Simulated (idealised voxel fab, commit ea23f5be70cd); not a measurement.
Process module under the name voxel spacer lines
290 nm wide, 5 nm square cells: that's cross-section cut.
Cross-sections here: square-cell grids, written as top-down lists of bands, a band being one or more rows of cells. Top, bottom (nm), then materials left to right with widths (nm); lone material tagged "everywhere" fills the whole band edge to edge; "blank" = empty space. Height is counted from the level 0, under which the received wafer is composed throughout of one material. The lowest of the bands is not closed at the bottom but continues downward, in the notation "0 nm and below". The two numbers in a width such as "30 to 40" mark its ends across the band: the first belongs to the top row of cells, the second to the bottom row, and from each row to the next the width moves by the same amount. When a step is marked "everything unchanged", none of the cells in the cross-section changed during that step. In "Fully sealed cavities" the enclosed voids are listed, meaning empty spaces of 8 cells or larger without any opening to the top. The form is width x height at distance, distance from the left edge, units nm. Whatever follows a step's settings on its line is a remark the simulator itself makes about that step. overlay nm, on a step with a mask: how far to the right of its planned place the mask lay; to the left if negative.
-- So here's the lineup of process steps we planned
- 1: RECEIVE,material Si
- 2: CONFORMAL_DEP,material Al2O3,thk nm 10
- 3: DIRECTIONAL_DEP,material W,thk nm 15
- 4: DIRECTIONAL_DEP,material aC,thk nm 25
- 5: PATTERN,tone cover,mask id MANDREL,material resist,width nm 25,pitch nm 80,thk nm 30,overlay nm 0
- 6: DIRECTIONAL_ETCH,etch materials aC,depth nm 25
- 7: STRIP,etch materials resist
- 8: CONFORMAL_DEP,material SiN,thk nm 15
- 9: DIRECTIONAL_ETCH,etch materials SiN,depth nm 15
- 10: STRIP,etch materials aC
- 11: DIRECTIONAL_ETCH,etch materials W,depth nm 15
- 12: STRIP,etch materials SiN
-- Shown in cross-section is the wafer as received, that is, as it stands after step 1
* 0 nm and below | Si everywhere
* Fully sealed cavities: none
-- Cross-section, first of two wafers, end of module, run as planned
* 25 nm to 10 nm | blank (75), W (15), blank (25), W (15), blank (25), W (15), blank (25), W (15), blank (80)
* 10 nm to 0 nm | Al2O3 everywhere
* 0 nm and below | Si everywhere
* Fully sealed cavities: none
-- Cross-sectional view: second of two wafers, end of module; start and plan identical to the first, one mistake in running
* 40 nm to 25 nm | blank (75), W (15), blank (25), W (15), blank (25), W (15), blank (25), W (15), blank (80)
* 25 nm to 10 nm | W everywhere
* 10 nm to 0 nm | Al2O3 everywhere
* 0 nm and below | Si everywhere
* Fully sealed cavities: none
Diagnosis: in the plan, step 3 was performed twice
Count the cells at the end and the second wafer has more or fewer of some materials than the first: W: 174 more
